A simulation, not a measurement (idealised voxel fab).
process module | voxel capacitor over wiring
cross-section cut | 160 nm wide | cells 5 nm
A cross-section is a grid of square cells, given in bands from the top down. A band is one or more rows of cells.
Each band's line starts with the height of the band's top and of its bottom, in nm. Then come its materials from left to right, each with its width in nm. One material with "throughout" fills the band from edge to edge. "air" is empty space.
Height 0 is the level under which the wafer as received is all one material. The lowest band goes on downwards, as in "0 down".
A width such as "30 to 40" changes by the same amount from each row of cells to the next, from the band's top row to its bottom row.
"no change" after a step means that no cell of the cross-section changed.
closed voids: empty space of 8 cells or more with no open way to the top, each as width x height at its distance from the left edge, in nm
after a step's settings: what the simulator itself notes on the step
overlay nm, on a step with a mask: how far to the right of its planned place the mask lay; to the left if negative
plan
1 op RECEIVE | material Si
2 op CONFORMAL_DEP | material SiO2 | thk nm 10
3 op CONFORMAL_DEP | material SiCN | thk nm 5
4 op DIRECTIONAL_DEP | material lowk | thk nm 15
5 op PATTERN | tone open | mask id METAL_1 | material resist | width nm 20 | pitch nm 85 | thk nm 20 | overlay nm 0
6 op DIRECTIONAL_ETCH | etch materials lowk | depth nm 15
7 op DIRECTIONAL_ETCH | etch materials SiCN | depth nm 5
8 op STRIP | etch materials resist
9 op CONFORMAL_DEP | material TiN | thk nm 5
10 op FILL_DEP | material Cu | thk nm 5
11 op CMP | height nm 30
12 op EPI | material Ru | thk nm 5
13 op FILL_DEP | material SiCN | thk nm 5
14 op DIRECTIONAL_DEP | material lowk | thk nm 10
15 op PATTERN | tone open | mask id PLUG_1 | material resist | width nm 15 | thk nm 15 | overlay nm 0
16 op DIRECTIONAL_ETCH | etch materials lowk | depth nm 10
17 op DIRECTIONAL_ETCH | etch materials SiCN | depth nm 5
18 op STRIP | etch materials resist
19 op EPI | material Ru | thk nm 10
20 op EPI | material Ru | thk nm 5
21 op DIRECTIONAL_DEP | material TiN | thk nm 10
22 op DIRECTIONAL_DEP | material SiN | thk nm 5
23 op DIRECTIONAL_DEP | material TiN | thk nm 5
24 op MASKED_ETCH | tone cover | mask id UPPER_PLATE | width nm 70 | etch materials TiN | depth nm 5 | overlay nm 0
25 op MASKED_ETCH | tone cover | mask id UPPER_PLATE | width nm 70 | etch materials SiN | depth nm 5 | overlay nm 0
26 op PATTERN | tone cover | mask id LOWER_PLATE | material resist | width nm 80 | thk nm 15 | overlay nm 0
27 op DIRECTIONAL_ETCH | etch materials TiN | depth nm 10
28 op STRIP | etch materials resist
29 op FILL_DEP | material SiO2 | thk nm 15
30 op CMP | height nm 80
31 op MASKED_ETCH | tone open | mask id PLUG_2 | width nm 15 | etch materials SiO2 | depth nm 10 | overlay nm 0
32 op CONFORMAL_DEP | material TiN | thk nm 5
33 op FILL_DEP | material W | thk nm 10
34 op CMP | height nm 80
35 op CONFORMAL_DEP | material SiN | thk nm 5
first wafer, as planned
as received, after step 1
  0 down: Si throughout
  closed voids: none
after step 2
  10 to 0: SiO2 throughout
  below 0: unchanged
after step 3
  15 to 10: SiCN throughout
  below 10: unchanged
after step 4
  30 to 15: lowk throughout
  below 15: unchanged
after step 5
  50 to 30: resist 25 | air 20 | resist 65 | air 20 | resist 30
  below 30: unchanged
after step 6
  50 to 30: resist 25 | air 20 | resist 65 | air 20 | resist 30
  30 to 15: lowk 25 | air 20 | lowk 65 | air 20 | lowk 30
  below 15: unchanged
after step 7
  50 to 30: resist 25 | air 20 | resist 65 | air 20 | resist 30
  30 to 15: lowk 25 | air 20 | lowk 65 | air 20 | lowk 30
  15 to 10: SiCN 25 | air 20 | SiCN 65 | air 20 | SiCN 30
  below 10: unchanged
after step 8
  30 to 15: lowk 25 | air 20 | lowk 65 | air 20 | lowk 30
  below 15: unchanged
after step 9
  35 to 30: TiN 30 | air 10 | TiN 75 | air 10 | TiN 35
  30 to 15: lowk 25 | TiN 5 | air 10 | TiN 5 | lowk 65 | TiN 5 | air 10 | TiN 5 | lowk 30
  15 to 10: SiCN 25 | TiN 20 | SiCN 65 | TiN 20 | SiCN 30
  below 10: unchanged
after step 10
  40 to 35: Cu throughout
  35 to 30: TiN 30 | Cu 10 | TiN 75 | Cu 10 | TiN 35
  30 to 15: lowk 25 | TiN 5 | Cu 10 | TiN 5 | lowk 65 | TiN 5 | Cu 10 | TiN 5 | lowk 30
  below 15: unchanged
after step 11
  30 to 15: lowk 25 | TiN 5 | Cu 10 | TiN 5 | lowk 65 | TiN 5 | Cu 10 | TiN 5 | lowk 30
  below 15: unchanged
after step 12
  35 to 30: air 20 | Ru 30 | air 55 | Ru 30 | air 25
  below 30: unchanged
after step 13
  40 to 35: SiCN throughout
  35 to 30: SiCN 20 | Ru 30 | SiCN 55 | Ru 30 | SiCN 25
  below 30: unchanged
after step 14
  50 to 40: lowk throughout
  below 40: unchanged
after step 15
  65 to 50: resist 30 | air 15 | resist 115
  below 50: unchanged
after step 16
  65 to 50: resist 30 | air 15 | resist 115
  50 to 40: lowk 30 | air 15 | lowk 115
  below 40: unchanged
after step 17
  65 to 50: resist 30 | air 15 | resist 115
  50 to 40: lowk 30 | air 15 | lowk 115
  40 to 35: SiCN 30 | air 15 | SiCN 115
  below 35: unchanged
after step 18
  50 to 40: lowk 30 | air 15 | lowk 115
  below 40: unchanged
after step 19
  50 to 45: lowk 30 | air 15 | lowk 115
  45 to 40: lowk 30 | Ru 15 | lowk 115
  40 to 35: SiCN 30 | Ru 15 | SiCN 115
  below 35: unchanged
after step 20
  50 to 40: lowk 30 | Ru 15 | lowk 115
  below 40: unchanged
after step 21
  60 to 50: TiN throughout
  below 50: unchanged
after step 22
  65 to 60: SiN throughout
  below 60: unchanged
after step 23
  70 to 65: TiN throughout
  below 65: unchanged
after step 24
  70 to 65: air 30 | TiN 70 | air 60
  below 65: unchanged
after step 25
  70 to 65: air 30 | TiN 70 | air 60
  65 to 60: air 30 | SiN 70 | air 60
  below 60: unchanged
after step 26
  85 to 70: air 25 | resist 80 | air 55
  70 to 65: air 25 | resist 5 | TiN 70 | resist 5 | air 55
  65 to 60: air 25 | resist 5 | SiN 70 | resist 5 | air 55
  below 60: unchanged
after step 27
  85 to 70: air 25 | resist 80 | air 55
  70 to 65: air 25 | resist 5 | TiN 70 | resist 5 | air 55
  65 to 60: air 25 | resist 5 | SiN 70 | resist 5 | air 55
  60 to 50: air 25 | TiN 80 | air 55
  below 50: unchanged
after step 28
  70 to 65: air 30 | TiN 70 | air 60
  65 to 60: air 30 | SiN 70 | air 60
  below 60: unchanged
after step 29
  85 to 70: SiO2 throughout
  70 to 65: SiO2 30 | TiN 70 | SiO2 60
  65 to 60: SiO2 30 | SiN 70 | SiO2 60
  60 to 50: SiO2 25 | TiN 80 | SiO2 55
  below 50: unchanged
after step 30
  80 to 70: SiO2 throughout
  below 70: unchanged
after step 31
  80 to 70: SiO2 40 | air 15 | SiO2 105
  below 70: unchanged
after step 32
  85 to 80: TiN 45 | air 5 | TiN 110
  80 to 75: SiO2 40 | TiN 5 | air 5 | TiN 5 | SiO2 105
  75 to 65: SiO2 40 to 30 | TiN 15 to 70 | SiO2 105 to 60
  below 65: unchanged
after step 33
  95 to 85: W throughout
  85 to 80: TiN 45 | W 5 | TiN 110
  80 to 75: SiO2 40 | TiN 5 | W 5 | TiN 5 | SiO2 105
  below 75: unchanged
after step 34
  80 to 75: SiO2 40 | TiN 5 | W 5 | TiN 5 | SiO2 105
  below 75: unchanged
after step 35
  85 to 80: SiN throughout
  below 80: unchanged
second wafer: like start, like plan, one mistake. Through step 13 it matches the first wafer
when step 14 should have ended
  55 to 40: lowk throughout
  below 40: unchanged
when step 15 should have ended
  70 to 55: resist 30 | air 15 | resist 115
  below 55: unchanged
when step 16 should have ended
  70 to 55: resist 30 | air 15 | resist 115
  55 to 45: lowk 30 | air 15 | lowk 115
  below 45: unchanged
when step 17 should have ended: no change
when step 18 should have ended
  55 to 45: lowk 30 | air 15 | lowk 115
  below 45: unchanged
when step 19 should have ended: no change
when step 20 should have ended: no change
when step 21 should have ended
  65 to 55: TiN 30 | air 15 | TiN 115
  55 to 45: lowk 30 | TiN 15 | lowk 115
  below 45: unchanged
when step 22 should have ended
  70 to 65: SiN 30 | air 15 | SiN 115
  65 to 60: TiN 30 | air 15 | TiN 115
  60 to 55: TiN 30 | SiN 15 | TiN 115
  below 55: unchanged
when step 23 should have ended
  75 to 70: TiN 30 | air 15 | TiN 115
  70 to 65: SiN 30 | air 15 | SiN 115
  65 to 60: TiN throughout
  below 60: unchanged
when step 24 should have ended
  75 to 70: air 45 | TiN 55 | air 60
  below 70: unchanged
when step 25 should have ended
  75 to 70: air 45 | TiN 55 | air 60
  70 to 65: air 45 | SiN 55 | air 60
  below 65: unchanged
when step 26 should have ended
  90 to 75: air 25 | resist 80 | air 55
  75 to 70: air 25 | resist 20 | TiN 55 | resist 5 | air 55
  70 to 65: air 25 | resist 20 | SiN 55 | resist 5 | air 55
  below 65: unchanged
when step 27 should have ended
  90 to 75: air 25 | resist 80 | air 55
  75 to 70: air 25 | resist 20 | TiN 55 | resist 5 | air 55
  70 to 65: air 25 | resist 20 | SiN 55 | resist 5 | air 55
  65 to 60: air 25 | TiN 80 | air 55
  60 to 55: air 25 | TiN 5 | SiN 15 | TiN 60 | air 55
  below 55: unchanged
when step 28 should have ended
  75 to 70: air 45 | TiN 55 | air 60
  70 to 65: air 45 | SiN 55 | air 60
  below 65: unchanged
when step 29 should have ended
  90 to 75: SiO2 throughout
  75 to 70: SiO2 45 | TiN 55 | SiO2 60
  70 to 65: SiO2 45 | SiN 55 | SiO2 60
  65 to 60: SiO2 25 | TiN 80 | SiO2 55
  60 to 55: SiO2 25 | TiN 5 | SiN 15 | TiN 60 | SiO2 55
  below 55: unchanged
when step 30 should have ended
  80 to 75: SiO2 throughout
  below 75: unchanged
when step 31 should have ended
  80 to 75: SiO2 40 | air 15 | SiO2 105
  75 to 70: SiO2 40 | air 5 | TiN 55 | SiO2 60
  below 70: unchanged
when step 32 should have ended
  85 to 80: TiN 45 | air 5 | TiN 110
  80 to 70: SiO2 40 | TiN 15 to 60 | SiO2 105 to 60
  below 70: unchanged
when step 33 should have ended
  95 to 85: W throughout
  85 to 80: TiN 45 | W 5 | TiN 110
  below 80: unchanged
when step 34 should have ended
  80 to 70: SiO2 40 | TiN 15 to 60 | SiO2 105 to 60
  below 70: unchanged
when step 35 should have ended
  85 to 80: SiN throughout
  below 80: unchanged
what went wrong: step 14 ran as: op DIRECTIONAL_DEP | material lowk | thk nm 15
at the end the second wafer has, in cells: 9 fewer of Ru | 3 more of SiCN | 24 fewer of SiO2 | 1 fewer of TiN | 1 fewer of W | 32 more of lowk
